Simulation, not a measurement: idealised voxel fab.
This section sets out a process module, namely voxel wiring stack.
Each square cell in cross-section cut measures 5 nm, and the section as a whole is 160 nm wide.
A cross-section in this document is a grid of square cells, and it is written down as bands, the top band listed before the ones below it; a band is made up of one or more rows of cells. Within each band entry, the heights of the top and of the bottom of the band appear first, in that order and in nm; the materials of the band then follow from left to right, each with its corresponding width in nm. The designation "edge to edge" on a single material indicates that it fills the band from edge to edge; the designation "blank" indicates empty space. Where do heights start? At 0: under that level the wafer as delivered is made of one material only. And the lowest band has no floor; it just carries on downward, as in "0..down". You'd read "30->40" like this: the band's top row of cells is as wide as the first number, its bottom row is as wide as the second, and going down, every row changes width by the same amount as the row before did. It should be understood that the words "no modification", when stated for a given step, signify that the cross-section underwent no change in any of its cells during that step. Each empty space that has no open way to the top and spans at least 8 cells appears under "Closed void entries" as width x height at distance, the distance counted from the left edge, all in nm. That trailing text on a step's line, after the settings, is the simulator's own remark on the step. overlay nm: mask right of planned place by this much (step with mask). Neg. = left.

List of planned process steps
1 RECEIVE [material Si]
2 CONFORMAL_DEP [material SiO2] [thk nm 15]
3 CONFORMAL_DEP [material SiN] [thk nm 5]
4 DIRECTIONAL_DEP [material SiO2] [thk nm 25]
5 PATTERN [tone open] [mask id METAL_1] [material resist] [width nm 25] [pitch nm 45] [thk nm 15] [overlay nm 0]
6 DIRECTIONAL_ETCH [etch materials SiO2] [depth nm 25]
7 DIRECTIONAL_ETCH [etch materials SiN] [depth nm 5]
8 STRIP [etch materials resist]
9 CONFORMAL_DEP [material TiN] [thk nm 5]
10 FILL_DEP [material W] [thk nm 5]
11 CMP [height nm 45]
12 CONFORMAL_DEP [material SiCN] [thk nm 5]
13 DIRECTIONAL_DEP [material SiO2] [thk nm 30]
14 DIRECTIONAL_DEP [material aC] [thk nm 10]
15 PATTERN [tone open] [mask id METAL_2_HOLES] [material resist] [width nm 15] [pitch nm 90] [thk nm 30] [overlay nm 0]
16 DIRECTIONAL_ETCH [etch materials aC] [depth nm 10]
17 STRIP [etch materials resist]
18 DIRECTIONAL_ETCH [etch materials SiO2] [depth nm 30]
19 STRIP [etch materials aC]
20 DIRECTIONAL_DEP [material aC] [thk nm 15]
21 PATTERN [tone open] [mask id METAL_2] [material resist] [width nm 15] [pitch nm 45] [thk nm 35] [overlay nm 0]
22 DIRECTIONAL_ETCH [etch materials aC] [depth nm 15]
23 STRIP [etch materials resist]
24 DIRECTIONAL_ETCH [etch materials SiO2] [depth nm 15]
25 DIRECTIONAL_ETCH [etch materials SiCN] [depth nm 5]
26 STRIP [etch materials aC]
27 CONFORMAL_DEP [material TiN] [thk nm 5]
28 FILL_DEP [material Cu] [thk nm 10]
29 CMP [height nm 80]
30 CONFORMAL_DEP [material SiCN] [thk nm 5]
Heads up: all these wafers start the same, and what changes between them is the width nm in step 21. The value you see in the plan is just what the first wafer got.

Cross-section of the first incoming wafer of several, state after step 1
- 0..down  Si edge to edge
- Closed void entries: none

Take any row and you have a wafer at the end of the module: how many cells of each material it has gained (+) or lost (-) since it was received, and then its closed voids
width nm 15, +16 Cu, +60 SiCN, +17 SiN, +322 SiO2, +84 TiN, +45 W, Closed void entries: none
width nm 20, +22 Cu, +60 SiCN, +17 SiN, +313 SiO2, +87 TiN, +45 W, Closed void entries: none
width nm 25, +26 Cu, +58 SiCN, +17 SiN, +310 SiO2, +88 TiN, +45 W, Closed void entries: none
width nm 30, +32 Cu, +58 SiCN, +17 SiN, +301 SiO2, +91 TiN, +45 W, Closed void entries: none
